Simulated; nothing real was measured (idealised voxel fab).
process module | voxel transistor to metal
cross-section cut | 160 nm wide | cells 5 nm
A cross-section is a grid of square cells, given in bands from the top down. A band is one or more rows of cells.
Each band's line starts with the height of the band's top and of its bottom, in nm. Then come its materials from left to right, each with its width in nm. One material with "throughout" fills the band from edge to edge. "air" is empty space.
Height 0 is the level under which the wafer as received is all one material. The lowest band goes on downwards, as in "0 down".
A width such as "30 to 40" changes by the same amount from each row of cells to the next, from the band's top row to its bottom row.
"no change" after a step means that no cell of the cross-section changed.
closed voids: empty space of 8 cells or more with no open way to the top, each as width x height at its distance from the left edge, in nm
after a step's settings: what the simulator itself notes on the step
overlay nm, on a step with a mask: how far to the right of its planned place the mask lay; to the left if negative
plan
1 op RECEIVE | material Si
2 op CONFORMAL_DEP | material SiO2 | thk nm 5
3 op CONFORMAL_DEP | material SiN | thk nm 15
4 op MASKED_ETCH | tone cover | mask id ACTIVE | width nm 125 | etch materials SiN | depth nm 15 | overlay nm 0
5 op MASKED_ETCH | tone cover | mask id ACTIVE | width nm 125 | etch materials SiO2 | depth nm 5 | overlay nm 0
6 op MASKED_ETCH | tone cover | mask id ACTIVE | width nm 125 | etch materials Si | depth nm 25 | overlay nm 0
7 op FILL_DEP | material SiO2 | thk nm 15
8 op CMP | height nm 20
9 op SELECTIVE_ETCH | etch materials SiO2 | depth nm 15
10 op STRIP | etch materials SiN
11 op SELECTIVE_ETCH | etch materials SiO2 | depth nm 5
12 op OXIDIZE | depth nm 5
13 op DIRECTIONAL_DEP | material polySi | thk nm 30
14 op DIRECTIONAL_DEP | material SiCN | thk nm 10
15 op DIRECTIONAL_DEP | material aC | thk nm 10
16 op PATTERN | tone cover | mask id GATE | material resist | width nm 25 | thk nm 25 | overlay nm 0
17 op DIRECTIONAL_ETCH | etch materials aC | depth nm 10
18 op STRIP | etch materials resist
19 op DIRECTIONAL_ETCH | etch materials SiCN | depth nm 20
20 op DIRECTIONAL_ETCH | etch materials polySi | depth nm 40
21 op STRIP | etch materials aC
22 op CONFORMAL_DEP | material SiO2 | thk nm 5
23 op DIRECTIONAL_ETCH | etch materials SiO2 | depth nm 5
24 op CONFORMAL_DEP | material SiN | thk nm 10
25 op DIRECTIONAL_ETCH | etch materials SiN | depth nm 10
26 op DIRECTIONAL_ETCH | etch materials SiO2 | depth nm 5
27 op EPI | material pSi | thk nm 5
28 op FILL_DEP | material SiO2 | thk nm 10
29 op CMP | height nm 30
30 op STRIP | etch materials polySi
31 op SELECTIVE_ETCH | etch materials SiO2 | depth nm 5
32 op CONFORMAL_DEP | material HfO2 | thk nm 5
33 op CONFORMAL_DEP | material TiN | thk nm 5
34 op FILL_DEP | material W | thk nm 5
35 op CMP | height nm 25
36 op DIRECTIONAL_DEP | material SiO2 | thk nm 10
37 op PATTERN | tone open | mask id CONTACT | material resist | width nm 20 | pitch nm 85 | thk nm 20 | overlay nm 0
38 op DIRECTIONAL_ETCH | etch materials SiO2 | depth nm 35
39 op STRIP | etch materials resist
40 op CONFORMAL_DEP | material TiN | thk nm 5
41 op FILL_DEP | material Ru | thk nm 5
42 op CMP | height nm 35
43 op DIRECTIONAL_DEP | material TiN | thk nm 5
44 op DIRECTIONAL_DEP | material W | thk nm 25
45 op MASKED_ETCH | tone cover | mask id METAL_1 | width nm 20 | pitch nm 85 | etch materials W | depth nm 25 | overlay nm 0
46 op MASKED_ETCH | tone cover | mask id METAL_1 | width nm 20 | pitch nm 85 | etch materials TiN | depth nm 5 | overlay nm 0
47 op CONFORMAL_DEP | material SiCN | thk nm 5
48 op FILL_DEP | material lowk | thk nm 10
49 op CMP | height nm 65
50 op CONFORMAL_DEP | material SiCN | thk nm 5
51 op DIRECTIONAL_DEP | material SiO2 | thk nm 25
52 op MASKED_ETCH | tone open | mask id METAL_2 | width nm 20 | pitch nm 85 | etch materials SiO2 | depth nm 15 | overlay nm 0
53 op DIRECTIONAL_DEP | material aC | thk nm 15
54 op PATTERN | tone open | mask id METAL_2_HOLES | material resist | width nm 15 | pitch nm 85 | thk nm 30 | overlay nm 0
55 op DIRECTIONAL_ETCH | etch materials aC | depth nm 15
56 op STRIP | etch materials resist
57 op DIRECTIONAL_ETCH | etch materials SiO2 | depth nm 10
58 op DIRECTIONAL_ETCH | etch materials SiCN | depth nm 5
59 op STRIP | etch materials aC
60 op CONFORMAL_DEP | material TiN | thk nm 5
61 op FILL_DEP | material Cu | thk nm 5
62 op CMP | height nm 95
63 op CONFORMAL_DEP | material SiCN | thk nm 5
first wafer, as planned
as received, after step 1
  0 down: Si throughout
  closed voids: none
after step 2
  5 to 0: SiO2 throughout
  below 0: unchanged
after step 3
  20 to 5: SiN throughout
  below 5: unchanged
after step 4
  20 to 5: air 15 | SiN 125 | air 20
  below 5: unchanged
after step 5
  20 to 5: air 15 | SiN 125 | air 20
  5 to 0: air 15 | SiO2 125 | air 20
  below 0: unchanged
after step 6
  20 to 5: air 15 | SiN 125 | air 20
  5 to 0: air 15 | SiO2 125 | air 20
  0 to -25: air 15 | Si 125 | air 20
  below -25: unchanged
after step 7
  35 to 20: SiO2 throughout
  20 to 5: SiO2 15 | SiN 125 | SiO2 20
  5 to 0: SiO2 throughout
  0 to -25: SiO2 15 | Si 125 | SiO2 20
  below -25: unchanged
after step 8
  20 to 5: SiO2 15 | SiN 125 | SiO2 20
  below 5: unchanged
after step 9
  20 to 5: air 15 | SiN 125 | air 20
  below 5: unchanged
after step 10
  5 to 0: SiO2 throughout
  below 0: unchanged
after step 11
  0 to -25: SiO2 15 | Si 125 | SiO2 20
  below -25: unchanged
after step 12
  0 to -5: SiO2 throughout
  below -5: unchanged
after step 13
  30 to 0: polySi throughout
  below 0: unchanged
after step 14
  40 to 30: SiCN throughout
  below 30: unchanged
after step 15
  50 to 40: aC throughout
  below 40: unchanged
after step 16
  75 to 50: air 65 | resist 25 | air 70
  below 50: unchanged
after step 17
  65 to 50: air 65 | resist 25 | air 70
  50 to 40: air 65 | aC 25 | air 70
  below 40: unchanged
after step 18
  50 to 40: air 65 | aC 25 | air 70
  below 40: unchanged
after step 19
  50 to 40: air 65 | aC 25 | air 70
  40 to 30: air 65 | SiCN 25 | air 70
  below 30: unchanged
after step 20
  50 to 40: air 65 | aC 25 | air 70
  40 to 30: air 65 | SiCN 25 | air 70
  30 to 0: air 65 | polySi 25 | air 70
  below 0: unchanged
after step 21
  40 to 30: air 65 | SiCN 25 | air 70
  below 30: unchanged
after step 22
  45 to 40: air 60 | SiO2 35 | air 65
  40 to 30: air 60 | SiO2 5 | SiCN 25 | SiO2 5 | air 65
  30 to 5: air 60 | SiO2 5 | polySi 25 | SiO2 5 | air 65
  5 to 0: SiO2 65 | polySi 25 | SiO2 70
  below 0: unchanged
after step 23
  40 to 30: air 60 | SiO2 5 | SiCN 25 | SiO2 5 | air 65
  30 to 0: air 60 | SiO2 5 | polySi 25 | SiO2 5 | air 65
  below 0: unchanged
after step 24
  50 to 40: air 50 | SiN 55 | air 55
  40 to 30: air 50 | SiN 10 | SiO2 5 | SiCN 25 | SiO2 5 | SiN 10 | air 55
  30 to 10: air 50 | SiN 10 | SiO2 5 | polySi 25 | SiO2 5 | SiN 10 | air 55
  10 to 0: SiN 60 | SiO2 5 | polySi 25 | SiO2 5 | SiN 65
  below 0: unchanged
after step 25
  40 to 30: air 50 | SiN 10 | SiO2 5 | SiCN 25 | SiO2 5 | SiN 10 | air 55
  30 to 0: air 50 | SiN 10 | SiO2 5 | polySi 25 | SiO2 5 | SiN 10 | air 55
  below 0: unchanged
after step 26
  40 to 35: air 50 | SiN 10 | air 5 | SiCN 25 | air 5 | SiN 10 | air 55
  35 to 30: air 50 | SiN 10 | SiO2 5 | SiCN 25 | SiO2 5 | SiN 10 | air 55
  30 to 0: air 50 | SiN 10 | SiO2 5 | polySi 25 | SiO2 5 | SiN 10 | air 55
  0 to -5: air 50 | SiO2 55 | air 55
  below -5: unchanged
after step 27
  40 to 35: air 50 | SiN 10 | air 5 | SiCN 25 | air 5 | SiN 10 | air 55
  35 to 30: air 50 | SiN 10 | SiO2 5 | SiCN 25 | SiO2 5 | SiN 10 | air 55
  30 to 0: air 50 | SiN 10 | SiO2 5 | polySi 25 | SiO2 5 | SiN 10 | air 55
  0 to -5: air 10 | pSi 40 | SiO2 55 | pSi 40 | air 15
  below -5: unchanged
after step 28
  50 to 40: SiO2 throughout
  40 to 30: SiO2 50 | SiN 10 | SiO2 5 | SiCN 25 | SiO2 5 | SiN 10 | SiO2 55
  30 to 0: SiO2 50 | SiN 10 | SiO2 5 | polySi 25 | SiO2 5 | SiN 10 | SiO2 55
  0 to -5: SiO2 10 | pSi 40 | SiO2 55 | pSi 40 | SiO2 15
  below -5: unchanged
after step 29
  30 to 0: SiO2 50 | SiN 10 | SiO2 5 | polySi 25 | SiO2 5 | SiN 10 | SiO2 55
  below 0: unchanged
after step 30
  30 to 0: SiO2 50 | SiN 10 | SiO2 5 | air 25 | SiO2 5 | SiN 10 | SiO2 55
  below 0: unchanged
after step 31
  30 to 25: air 50 | SiN 10 | air 35 | SiN 10 | air 55
  25 to 0: SiO2 50 | SiN 10 | air 35 | SiN 10 | SiO2 55
  0 to -5: SiO2 10 | pSi 40 | SiO2 10 | air 35 | SiO2 10 | pSi 40 | SiO2 15
  below -5: unchanged
after step 32
  35 to 30: air 45 | HfO2 20 | air 25 | HfO2 20 | air 50
  30 to 25: HfO2 50 | SiN 10 | HfO2 5 | air 25 | HfO2 5 | SiN 10 | HfO2 55
  25 to 0: SiO2 50 | SiN 10 | HfO2 5 | air 25 | HfO2 5 | SiN 10 | SiO2 55
  0 to -5: SiO2 10 | pSi 40 | SiO2 10 | HfO2 35 | SiO2 10 | pSi 40 | SiO2 15
  below -5: unchanged
after step 33
  40 to 35: air 40 | TiN 30 | air 15 | TiN 30 | air 45
  35 to 30: TiN 45 | HfO2 20 | TiN 5 | air 15 | TiN 5 | HfO2 20 | TiN 50
  30 to 25: HfO2 50 | SiN 10 | HfO2 5 | TiN 5 | air 15 | TiN 5 | HfO2 5 | SiN 10 | HfO2 55
  25 to 5: SiO2 50 | SiN 10 | HfO2 5 | TiN 5 | air 15 | TiN 5 | HfO2 5 | SiN 10 | SiO2 55
  5 to 0: SiO2 50 | SiN 10 | HfO2 5 | TiN 25 | HfO2 5 | SiN 10 | SiO2 55
  below 0: unchanged
after step 34
  45 to 40: W throughout
  40 to 35: W 40 | TiN 30 | W 15 | TiN 30 | W 45
  35 to 30: TiN 45 | HfO2 20 | TiN 5 | W 15 | TiN 5 | HfO2 20 | TiN 50
  30 to 25: HfO2 50 | SiN 10 | HfO2 5 | TiN 5 | W 15 | TiN 5 | HfO2 5 | SiN 10 | HfO2 55
  25 to 5: SiO2 50 | SiN 10 | HfO2 5 | TiN 5 | W 15 | TiN 5 | HfO2 5 | SiN 10 | SiO2 55
  below 5: unchanged
after step 35
  25 to 5: SiO2 50 | SiN 10 | HfO2 5 | TiN 5 | W 15 | TiN 5 | HfO2 5 | SiN 10 | SiO2 55
  below 5: unchanged
after step 36
  35 to 25: SiO2 throughout
  below 25: unchanged
after step 37
  55 to 35: resist 25 | air 20 | resist 65 | air 20 | resist 30
  below 35: unchanged
after step 38
  55 to 35: resist 25 | air 20 | resist 65 | air 20 | resist 30
  35 to 25: SiO2 25 | air 20 | SiO2 65 | air 20 | SiO2 30
  25 to 5: SiO2 25 | air 20 | SiO2 5 | SiN 10 | HfO2 5 | TiN 5 | W 15 | TiN 5 | HfO2 5 | SiN 10 | SiO2 5 | air 20 | SiO2 30
  5 to 0: SiO2 25 | air 20 | SiO2 5 | SiN 10 | HfO2 5 | TiN 25 | HfO2 5 | SiN 10 | SiO2 5 | air 20 | SiO2 30
  below 0: unchanged
after step 39
  35 to 25: SiO2 25 | air 20 | SiO2 65 | air 20 | SiO2 30
  below 25: unchanged
after step 40
  40 to 35: TiN 30 | air 10 | TiN 75 | air 10 | TiN 35
  35 to 25: SiO2 25 | TiN 5 | air 10 | TiN 5 | SiO2 65 | TiN 5 | air 10 | TiN 5 | SiO2 30
  25 to 5: SiO2 25 | TiN 5 | air 10 | TiN 5 | SiO2 5 | SiN 10 | HfO2 5 | TiN 5 | W 15 | TiN 5 | HfO2 5 | SiN 10 | SiO2 5 | TiN 5 | air 10 | TiN 5 | SiO2 30
  5 to 0: SiO2 25 | TiN 20 | SiO2 5 | SiN 10 | HfO2 5 | TiN 25 | HfO2 5 | SiN 10 | SiO2 5 | TiN 20 | SiO2 30
  below 0: unchanged
after step 41
  45 to 40: Ru throughout
  40 to 35: TiN 30 | Ru 10 | TiN 75 | Ru 10 | TiN 35
  35 to 25: SiO2 25 | TiN 5 | Ru 10 | TiN 5 | SiO2 65 | TiN 5 | Ru 10 | TiN 5 | SiO2 30
  25 to 5: SiO2 25 | TiN 5 | Ru 10 | TiN 5 | SiO2 5 | SiN 10 | HfO2 5 | TiN 5 | W 15 | TiN 5 | HfO2 5 | SiN 10 | SiO2 5 | TiN 5 | Ru 10 | TiN 5 | SiO2 30
  below 5: unchanged
after step 42
  35 to 25: SiO2 25 | TiN 5 | Ru 10 | TiN 5 | SiO2 65 | TiN 5 | Ru 10 | TiN 5 | SiO2 30
  below 25: unchanged
after step 43
  40 to 35: TiN throughout
  below 35: unchanged
after step 44
  65 to 40: W throughout
  below 40: unchanged
after step 45
  65 to 40: air 25 | W 20 | air 65 | W 20 | air 30
  below 40: unchanged
after step 46
  65 to 40: air 25 | W 20 | air 65 | W 20 | air 30
  40 to 35: air 25 | TiN 20 | air 65 | TiN 20 | air 30
  below 35: unchanged
after step 47
  70 to 65: air 20 | SiCN 30 | air 55 | SiCN 30 | air 25
  65 to 40: air 20 | SiCN 5 | W 20 | SiCN 5 | air 55 | SiCN 5 | W 20 | SiCN 5 | air 25
  40 to 35: SiCN 25 | TiN 20 | SiCN 65 | TiN 20 | SiCN 30
  below 35: unchanged
after step 48
  80 to 70: lowk throughout
  70 to 65: lowk 20 | SiCN 30 | lowk 55 | SiCN 30 | lowk 25
  65 to 40: lowk 20 | SiCN 5 | W 20 | SiCN 5 | lowk 55 | SiCN 5 | W 20 | SiCN 5 | lowk 25
  below 40: unchanged
after step 49
  65 to 40: lowk 20 | SiCN 5 | W 20 | SiCN 5 | lowk 55 | SiCN 5 | W 20 | SiCN 5 | lowk 25
  below 40: unchanged
after step 50
  70 to 65: SiCN throughout
  below 65: unchanged
after step 51
  95 to 70: SiO2 throughout
  below 70: unchanged
after step 52
  95 to 80: SiO2 25 | air 20 | SiO2 65 | air 20 | SiO2 30
  below 80: unchanged
after step 53
  110 to 95: aC 25 | air 20 | aC 65 | air 20 | aC 30
  95 to 80: SiO2 25 | aC 20 | SiO2 65 | aC 20 | SiO2 30
  below 80: unchanged
after step 54
  140 to 110: resist 25 | air 15 | resist 70 | air 15 | resist 35
  110 to 95: aC 25 | air 15 | resist 5 | aC 65 | air 15 | resist 5 | aC 30
  below 95: unchanged
after step 55
  125 to 110: resist 25 | air 15 | resist 70 | air 15 | resist 35
  110 to 95: aC 25 | air 15 | resist 5 | aC 65 | air 15 | resist 5 | aC 30
  95 to 80: SiO2 25 | air 15 | aC 5 | SiO2 65 | air 15 | aC 5 | SiO2 30
  below 80: unchanged
after step 56
  110 to 95: aC 25 | air 20 | aC 65 | air 20 | aC 30
  below 95: unchanged
after step 57
  110 to 95: aC 25 | air 20 | aC 65 | air 20 | aC 30
  95 to 80: SiO2 25 | air 15 | aC 5 | SiO2 65 | air 15 | aC 5 | SiO2 30
  80 to 70: SiO2 25 | air 15 | SiO2 70 | air 15 | SiO2 35
  below 70: unchanged
after step 58
  110 to 95: aC 25 | air 20 | aC 65 | air 20 | aC 30
  95 to 80: SiO2 25 | air 15 | aC 5 | SiO2 65 | air 15 | aC 5 | SiO2 30
  80 to 70: SiO2 25 | air 15 | SiO2 70 | air 15 | SiO2 35
  70 to 65: SiCN 25 | air 15 | SiCN 70 | air 15 | SiCN 35
  below 65: unchanged
after step 59
  95 to 80: SiO2 25 | air 20 | SiO2 65 | air 20 | SiO2 30
  below 80: unchanged
after step 60
  100 to 95: TiN 30 | air 10 | TiN 75 | air 10 | TiN 35
  95 to 85: SiO2 25 | TiN 5 | air 10 | TiN 5 | SiO2 65 | TiN 5 | air 10 | TiN 5 | SiO2 30
  85 to 80: SiO2 25 | TiN 5 | air 5 | TiN 10 | SiO2 65 | TiN 5 | air 5 | TiN 10 | SiO2 30
  80 to 70: SiO2 25 | TiN 5 | air 5 | TiN 5 | SiO2 70 | TiN 5 | air 5 | TiN 5 | SiO2 35
  70 to 65: SiCN 25 | TiN 15 | SiCN 70 | TiN 15 | SiCN 35
  below 65: unchanged
after step 61
  105 to 100: Cu throughout
  100 to 95: TiN 30 | Cu 10 | TiN 75 | Cu 10 | TiN 35
  95 to 85: SiO2 25 | TiN 5 | Cu 10 | TiN 5 | SiO2 65 | TiN 5 | Cu 10 | TiN 5 | SiO2 30
  85 to 80: SiO2 25 | TiN 5 | Cu 5 | TiN 10 | SiO2 65 | TiN 5 | Cu 5 | TiN 10 | SiO2 30
  80 to 70: SiO2 25 | TiN 5 | Cu 5 | TiN 5 | SiO2 70 | TiN 5 | Cu 5 | TiN 5 | SiO2 35
  below 70: unchanged
after step 62
  95 to 85: SiO2 25 | TiN 5 | Cu 10 | TiN 5 | SiO2 65 | TiN 5 | Cu 10 | TiN 5 | SiO2 30
  below 85: unchanged
after step 63
  100 to 95: SiCN throughout
  below 95: unchanged
second wafer: like start, like plan, one mistake. Through step 60 it matches the first wafer
when step 61 should have ended
  105 to 100: SiO2 throughout
  100 to 95: TiN 30 | SiO2 10 | TiN 75 | SiO2 10 | TiN 35
  95 to 85: SiO2 25 | TiN 5 | SiO2 10 | TiN 5 | SiO2 65 | TiN 5 | SiO2 10 | TiN 5 | SiO2 30
  85 to 80: SiO2 25 | TiN 5 | SiO2 5 | TiN 10 | SiO2 65 | TiN 5 | SiO2 5 | TiN 10 | SiO2 30
  80 to 70: SiO2 25 | TiN 5 | SiO2 5 | TiN 5 | SiO2 70 | TiN 5 | SiO2 5 | TiN 5 | SiO2 35
  below 70: unchanged
when step 62 should have ended
  95 to 85: SiO2 25 | TiN 5 | SiO2 10 | TiN 5 | SiO2 65 | TiN 5 | SiO2 10 | TiN 5 | SiO2 30
  below 85: unchanged
when step 63 should have ended
  100 to 95: SiCN throughout
  below 95: unchanged
what went wrong: step 61 ran as: op FILL_DEP | material SiO2 | thk nm 5
at the end the second wafer has, in cells: 14 fewer of Cu | 14 more of SiO2
